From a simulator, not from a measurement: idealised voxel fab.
process module | voxel transistor to metal
In the cross-section labelled cut, the width is 165 nm and each square cell is 5 nm.
In this document a cross-section is written as a grid of square cells. It is given as a series of bands, listed from the top down, and a band is one or more rows of cells.
Band: top height; bottom height; in nm. Then, left to right: material with width in nm, for each material. "throughout": a single material spanning edge to edge. "empty": empty space.
Height 0 is the level under which the wafer as received is all one material. The lowest band goes on downwards, as in "z 0 and below".
Read "30->40" as a graded width: first number on top, second number at the bottom, same change between each pair of neighbouring rows.
Take "nothing altered" at face value: in the step it is given for, the cross-section changed in none of its cells.
The label "Closed void register" introduces a list of the empty spaces, 8 cells or larger, that have no open way up to the top; each entry in it reads width x height at distance, where the distance is taken from the left edge and all three are stated in nm.
Read whatever lies past the settings on a step's line as the simulator's own remark about the step.
overlay nm: on a step with a mask, how far right of its planned place the mask lay; negative means left.

Here's what the planned process steps look like
- 1: RECEIVE,material Si
- 2: OXIDIZE,depth nm 5
- 3: CONFORMAL_DEP,material SiN,thk nm 15
- 4: DIRECTIONAL_DEP,material aC,thk nm 10
- 5: PATTERN,tone cover,mask id ACTIVE,material resist,width nm 110,thk nm 25,overlay nm 0
- 6: DIRECTIONAL_ETCH,etch materials aC,depth nm 10
- 7: STRIP,etch materials resist
- 8: DIRECTIONAL_ETCH,etch materials SiN,depth nm 15
- 9: DIRECTIONAL_ETCH,etch materials SiO2,depth nm 5
- 10: DIRECTIONAL_ETCH,etch materials Si,depth nm 25
- 11: STRIP,etch materials aC
- 12: FILL_DEP,material SiO2,thk nm 5
- 13: CMP,height nm 15
- 14: SELECTIVE_ETCH,etch materials SiO2,depth nm 10
- 15: STRIP,etch materials SiN
- 16: SELECTIVE_ETCH,etch materials SiO2,depth nm 5
- 17: OXIDIZE,depth nm 5
- 18: DIRECTIONAL_DEP,material polySi,thk nm 30
- 19: DIRECTIONAL_DEP,material SiCN,thk nm 15
- 20: MASKED_ETCH,tone cover,mask id GATE,width nm 20,etch materials SiCN,depth nm 25,overlay nm 0
- 21: MASKED_ETCH,tone cover,mask id GATE,width nm 20,etch materials polySi,depth nm 40,overlay nm 0
- 22: CONFORMAL_DEP,material SiO2,thk nm 5
- 23: DIRECTIONAL_ETCH,etch materials SiO2,depth nm 5
- 24: CONFORMAL_DEP,material SiN,thk nm 10
- 25: DIRECTIONAL_ETCH,etch materials SiN,depth nm 10
- 26: DIRECTIONAL_ETCH,etch materials SiO2,depth nm 5
- 27: EPI,material pSi,thk nm 5
- 28: FILL_DEP,material SiO2,thk nm 5
- 29: CMP,height nm 40
- 30: DIRECTIONAL_DEP,material SiO2,thk nm 15
- 31: PATTERN,tone open,mask id CONTACT,material resist,width nm 20,pitch nm 80,thk nm 20,overlay nm 0
- 32: DIRECTIONAL_ETCH,etch materials SiO2,depth nm 60
- 33: STRIP,etch materials resist
- 34: CONFORMAL_DEP,material TiN,thk nm 5
- 35: FILL_DEP,material Ru,thk nm 5
- 36: CMP,height nm 55
- 37: DIRECTIONAL_DEP,material TiN,thk nm 5
- 38: DIRECTIONAL_DEP,material W,thk nm 15
- 39: PATTERN,tone cover,mask id METAL_1,material resist,width nm 20,pitch nm 80,thk nm 20,overlay nm 0
- 40: DIRECTIONAL_ETCH,etch materials W,depth nm 15
- 41: DIRECTIONAL_ETCH,etch materials TiN,depth nm 5
- 42: STRIP,etch materials resist
- 43: FILL_DEP,material SiO2,thk nm 10
- 44: CMP,height nm 75
- 45: CONFORMAL_DEP,material SiCN,thk nm 5
- 46: DIRECTIONAL_DEP,material lowk,thk nm 30
- 47: PATTERN,tone open,mask id METAL_2_HOLES,material resist,width nm 15,pitch nm 80,thk nm 15,overlay nm 0
- 48: DIRECTIONAL_ETCH,etch materials lowk,depth nm 30
- 49: STRIP,etch materials resist
- 50: DIRECTIONAL_DEP,material aC,thk nm 10
- 51: PATTERN,tone open,mask id METAL_2,material resist,width nm 20,pitch nm 80,thk nm 30,overlay nm 0
- 52: DIRECTIONAL_ETCH,etch materials aC,depth nm 10
- 53: STRIP,etch materials resist
- 54: DIRECTIONAL_ETCH,etch materials lowk,depth nm 15
- 55: DIRECTIONAL_ETCH,etch materials SiCN,depth nm 5
- 56: STRIP,etch materials aC
- 57: CONFORMAL_DEP,material TiN,thk nm 5
- 58: FILL_DEP,material Cu,thk nm 10
- 59: CMP,height nm 110
- 60: CONFORMAL_DEP,material SiN,thk nm 5

As-received wafer cross-section (after step 1)
- z 0 and below: Si throughout
- Closed void register: none

End-of-module cross-section of the first of two wafers, processed as planned
- z 115 to 110: SiN throughout
- z 110 to 100: lowk 30 | TiN 5 | Cu 10 | TiN 5 | lowk 60 | TiN 5 | Cu 10 | TiN 5 | lowk 35
- z 100 to 95: lowk 30 | TiN 5 | Cu 5 | TiN 10 | lowk 60 | TiN 5 | Cu 5 | TiN 10 | lowk 35
- z 95 to 80: lowk 30 | TiN 5 | Cu 5 | TiN 5 | lowk 65 | TiN 5 | Cu 5 | TiN 5 | lowk 40
- z 80 to 75: SiCN 30 | TiN 15 | SiCN 65 | TiN 15 | SiCN 40
- z 75 to 60: SiO2 30 | W 20 | SiO2 60 | W 20 | SiO2 35
- z 60 to 55: SiO2 30 | TiN 20 | SiO2 60 | TiN 20 | SiO2 35
- z 55 to 40: SiO2 30 | TiN 5 | Ru 10 | TiN 5 | SiO2 60 | TiN 5 | Ru 10 | TiN 5 | SiO2 35
- z 40 to 25: SiO2 30 | TiN 5 | Ru 10 | TiN 5 | SiO2 5 | SiN 10 | SiO2 5 | SiCN 20 | SiO2 5 | SiN 10 | SiO2 5 | TiN 5 | Ru 10 | TiN 5 | SiO2 35
- z 25 to 5: SiO2 30 | TiN 5 | Ru 10 | TiN 5 | SiO2 5 | SiN 10 | SiO2 5 | polySi 20 | SiO2 5 | SiN 10 | SiO2 5 | TiN 5 | Ru 10 | TiN 5 | SiO2 35
- z 5 to 0: SiO2 30 | TiN 10 | Ru 5 | TiN 5 | SiO2 5 | SiN 10 | SiO2 5 | polySi 20 | SiO2 5 | SiN 10 | SiO2 5 | TiN 5 | Ru 5 | TiN 10 | SiO2 35
- z 0 to -5: SiO2 25 | SiN 10 | TiN 15 | SiO2 5 | SiN 10 | SiO2 5 | polySi 20 | SiO2 5 | SiN 10 | SiO2 5 | TiN 15 | SiN 10 | SiO2 30
- z -5 to -10: SiO2 35 | pSi 20 | SiO2 50 | pSi 20 | SiO2 40
- z -10 to -30: SiO2 25 | Si 110 | SiO2 30
- z -30 and below: Si throughout
- Closed void register: none

second wafer at the end: like start, like plan, one mistake
- z 115 to 110: SiN throughout
- z 110 to 100: lowk 30 | TiN 5 | Cu 10 | TiN 5 | lowk 60 | TiN 5 | Cu 10 | TiN 5 | lowk 35
- z 100 to 95: lowk 30 | TiN 5 | Cu 5 | TiN 10 | lowk 60 | TiN 5 | Cu 5 | TiN 10 | lowk 35
- z 95 to 80: lowk 30 | TiN 5 | Cu 5 | TiN 5 | lowk 65 | TiN 5 | Cu 5 | TiN 5 | lowk 40
- z 80 to 75: SiCN 30 | TiN 15 | SiCN 65 | TiN 15 | SiCN 40
- z 75 to 60: SiO2 30 | W 20 | SiO2 60 | W 20 | SiO2 35
- z 60 to 55: SiO2 30 | TiN 20 | SiO2 60 | TiN 20 | SiO2 35
- z 55 to 40: SiO2 30 | TiN 5 | Ru 10 | TiN 5 | SiO2 60 | TiN 5 | Ru 10 | TiN 5 | SiO2 35
- z 40 to 35: SiO2 30 | TiN 10 | Ru 5 | TiN 5 | SiO2 5 | SiN 10 | SiO2 5 | SiCN 20 | SiO2 5 | SiN 10 | SiO2 5 | TiN 5 | Ru 5 | TiN 10 | SiO2 35
- z 35 to 30: SiCN 20 | SiO2 5 | SiN 10 | TiN 15 | SiO2 5 | SiN 10 | SiO2 5 | SiCN 20 | SiO2 5 | SiN 10 | SiO2 5 | TiN 15 | SiN 10 | SiO2 5 | SiCN 25
- z 30 to 25: polySi 20 | SiCN 120 | polySi 25
- z 25 to 0: polySi throughout
- z 0 to -5: SiO2 20 | polySi 120 | SiO2 25
- z -5 to -10: SiO2 throughout
- z -10 to -30: SiO2 25 | Si 110 | SiO2 30
- z -30 and below: Si throughout
- Closed void register: none
Short version of what went wrong: step 19 from the plan got run twice
The closing comparison, in cells, has the second wafer with more or fewer of some materials than the first: -28 Ru, +29 SiCN, -28 SiN, -111 SiO2, -28 TiN, -8 pSi, +174 polySi
